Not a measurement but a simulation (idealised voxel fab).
process module | voxel self aligned vias
cross-section cut | 265 nm wide | cells 5 nm
A cross-section is a grid of square cells, given in bands from the top down. A band is one or more rows of cells.
Each band's line starts with the height of the band's top and of its bottom, in nm. Then come its materials from left to right, each with its width in nm. One material with "throughout" fills the band from edge to edge. "air" is empty space.
Height 0 is the level under which the wafer as received is all one material. The lowest band goes on downwards, as in "0 down".
A width such as "30 to 40" changes by the same amount from each row of cells to the next, from the band's top row to its bottom row.
"no change" after a step means that no cell of the cross-section changed.
closed voids: empty space of 8 cells or more with no open way to the top, each as width x height at its distance from the left edge, in nm
after a step's settings: what the simulator itself notes on the step
overlay nm, on a step with a mask: how far to the right of its planned place the mask lay; to the left if negative
plan
1 op RECEIVE | material Si
2 op CONFORMAL_DEP | material SiO2 | thk nm 10
3 op CONFORMAL_DEP | material SiCN | thk nm 5
4 op DIRECTIONAL_DEP | material SiO2 | thk nm 20
5 op MASKED_ETCH | tone open | mask id LINES | width nm 20 | pitch nm 60 | etch materials SiO2 | depth nm 20 | overlay nm 0
6 op CONFORMAL_DEP | material TiN | thk nm 5
7 op FILL_DEP | material Ru | thk nm 10
8 op CMP | height nm 35
9 op SELECTIVE_ETCH | etch materials W Ru TiN | depth nm 10
10 op FILL_DEP | material SiN | thk nm 5
11 op CMP | height nm 35
12 op DIRECTIONAL_DEP | material SiO2 | thk nm 20
13 op PATTERN | tone open | mask id VIAS | material resist | width nm 30 | pitch nm 60 | thk nm 20 | overlay nm 0
14 op DIRECTIONAL_ETCH | etch materials SiO2 | depth nm 20
15 op DIRECTIONAL_ETCH | etch materials SiN | depth nm 10
16 op STRIP | etch materials resist
17 op CONFORMAL_DEP | material TiN | thk nm 5
18 op FILL_DEP | material Ru | thk nm 10
19 op CMP | height nm 55
20 op CONFORMAL_DEP | material SiCN | thk nm 5
first wafer, as planned
as received, after step 1
  0 down: Si throughout
  closed voids: none
after step 2
  10 to 0: SiO2 throughout
  below 0: unchanged
after step 3
  15 to 10: SiCN throughout
  below 10: unchanged
after step 4
  35 to 15: SiO2 throughout
  below 15: unchanged
after step 5
  35 to 15: SiO2 90 | air 20 | SiO2 40 | air 20 | SiO2 95
  below 15: unchanged
after step 6
  40 to 35: TiN 95 | air 10 | TiN 50 | air 10 | TiN 100
  35 to 20: SiO2 90 | TiN 5 | air 10 | TiN 5 | SiO2 40 | TiN 5 | air 10 | TiN 5 | SiO2 95
  20 to 15: SiO2 90 | TiN 20 | SiO2 40 | TiN 20 | SiO2 95
  below 15: unchanged
after step 7
  50 to 40: Ru throughout
  40 to 35: TiN 95 | Ru 10 | TiN 50 | Ru 10 | TiN 100
  35 to 20: SiO2 90 | TiN 5 | Ru 10 | TiN 5 | SiO2 40 | TiN 5 | Ru 10 | TiN 5 | SiO2 95
  below 20: unchanged
after step 8
  35 to 20: SiO2 90 | TiN 5 | Ru 10 | TiN 5 | SiO2 40 | TiN 5 | Ru 10 | TiN 5 | SiO2 95
  below 20: unchanged
after step 9
  35 to 25: SiO2 90 | air 20 | SiO2 40 | air 20 | SiO2 95
  below 25: unchanged
after step 10
  40 to 35: SiN throughout
  35 to 25: SiO2 90 | SiN 20 | SiO2 40 | SiN 20 | SiO2 95
  below 25: unchanged
after step 11
  35 to 25: SiO2 90 | SiN 20 | SiO2 40 | SiN 20 | SiO2 95
  below 25: unchanged
after step 12
  55 to 35: SiO2 throughout
  below 35: unchanged
after step 13
  75 to 55: resist 85 | air 30 | resist 30 | air 30 | resist 90
  below 55: unchanged
after step 14
  75 to 55: resist 85 | air 30 | resist 30 | air 30 | resist 90
  55 to 35: SiO2 85 | air 30 | SiO2 30 | air 30 | SiO2 90
  below 35: unchanged
after step 15
  75 to 55: resist 85 | air 30 | resist 30 | air 30 | resist 90
  55 to 35: SiO2 85 | air 30 | SiO2 30 | air 30 | SiO2 90
  35 to 25: SiO2 90 | air 20 | SiO2 40 | air 20 | SiO2 95
  below 25: unchanged
after step 16
  55 to 35: SiO2 85 | air 30 | SiO2 30 | air 30 | SiO2 90
  below 35: unchanged
after step 17
  60 to 55: TiN 90 | air 20 | TiN 40 | air 20 | TiN 95
  55 to 40: SiO2 85 | TiN 5 | air 20 | TiN 5 | SiO2 30 | TiN 5 | air 20 | TiN 5 | SiO2 90
  40 to 30: SiO2 85 to 90 | TiN 10 to 5 | air 10 | TiN 10 to 5 | SiO2 30 to 40 | TiN 10 to 5 | air 10 | TiN 10 to 5 | SiO2 90 to 95
  30 to 25: SiO2 90 | TiN 20 | SiO2 40 | TiN 20 | SiO2 95
  below 25: unchanged
after step 18
  70 to 60: Ru throughout
  60 to 55: TiN 90 | Ru 20 | TiN 40 | Ru 20 | TiN 95
  55 to 40: SiO2 85 | TiN 5 | Ru 20 | TiN 5 | SiO2 30 | TiN 5 | Ru 20 | TiN 5 | SiO2 90
  40 to 30: SiO2 85 to 90 | TiN 10 to 5 | Ru 10 | TiN 10 to 5 | SiO2 30 to 40 | TiN 10 to 5 | Ru 10 | TiN 10 to 5 | SiO2 90 to 95
  below 30: unchanged
after step 19
  55 to 40: SiO2 85 | TiN 5 | Ru 20 | TiN 5 | SiO2 30 | TiN 5 | Ru 20 | TiN 5 | SiO2 90
  below 40: unchanged
after step 20
  60 to 55: SiCN throughout
  below 55: unchanged
second wafer: like start, like plan, one mistake. Through step 8 it matches the first wafer
when step 9 should have ended
  35 to 20: SiO2 90 | air 20 | SiO2 40 | air 20 | SiO2 95
  below 20: unchanged
when step 10 should have ended
  40 to 35: SiN throughout
  35 to 20: SiO2 90 | SiN 20 | SiO2 40 | SiN 20 | SiO2 95
  below 20: unchanged
when step 11 should have ended
  35 to 20: SiO2 90 | SiN 20 | SiO2 40 | SiN 20 | SiO2 95
  below 20: unchanged
when step 12 should have ended
  55 to 35: SiO2 throughout
  below 35: unchanged
when step 13 should have ended
  75 to 55: resist 85 | air 30 | resist 30 | air 30 | resist 90
  below 55: unchanged
when step 14 should have ended
  75 to 55: resist 85 | air 30 | resist 30 | air 30 | resist 90
  55 to 35: SiO2 85 | air 30 | SiO2 30 | air 30 | SiO2 90
  below 35: unchanged
when step 15 should have ended
  75 to 55: resist 85 | air 30 | resist 30 | air 30 | resist 90
  55 to 35: SiO2 85 | air 30 | SiO2 30 | air 30 | SiO2 90
  35 to 25: SiO2 90 | air 20 | SiO2 40 | air 20 | SiO2 95
  below 25: unchanged
when step 16 should have ended
  55 to 35: SiO2 85 | air 30 | SiO2 30 | air 30 | SiO2 90
  below 35: unchanged
when step 17 should have ended
  60 to 55: TiN 90 | air 20 | TiN 40 | air 20 | TiN 95
  55 to 40: SiO2 85 | TiN 5 | air 20 | TiN 5 | SiO2 30 | TiN 5 | air 20 | TiN 5 | SiO2 90
  40 to 30: SiO2 85 to 90 | TiN 10 to 5 | air 10 | TiN 10 to 5 | SiO2 30 to 40 | TiN 10 to 5 | air 10 | TiN 10 to 5 | SiO2 90 to 95
  30 to 25: SiO2 90 | TiN 20 | SiO2 40 | TiN 20 | SiO2 95
  below 25: unchanged
when step 18 should have ended
  70 to 60: Ru throughout
  60 to 55: TiN 90 | Ru 20 | TiN 40 | Ru 20 | TiN 95
  55 to 40: SiO2 85 | TiN 5 | Ru 20 | TiN 5 | SiO2 30 | TiN 5 | Ru 20 | TiN 5 | SiO2 90
  40 to 30: SiO2 85 to 90 | TiN 10 to 5 | Ru 10 | TiN 10 to 5 | SiO2 30 to 40 | TiN 10 to 5 | Ru 10 | TiN 10 to 5 | SiO2 90 to 95
  below 30: unchanged
when step 19 should have ended
  55 to 40: SiO2 85 | TiN 5 | Ru 20 | TiN 5 | SiO2 30 | TiN 5 | Ru 20 | TiN 5 | SiO2 90
  below 40: unchanged
when step 20 should have ended
  60 to 55: SiCN throughout
  below 55: unchanged
what went wrong: step 9 ran as: op SELECTIVE_ETCH | etch materials W Ru TiN | depth nm 15
at the end the second wafer has, in cells: 4 fewer of Ru | 8 more of SiN | 4 fewer of TiN
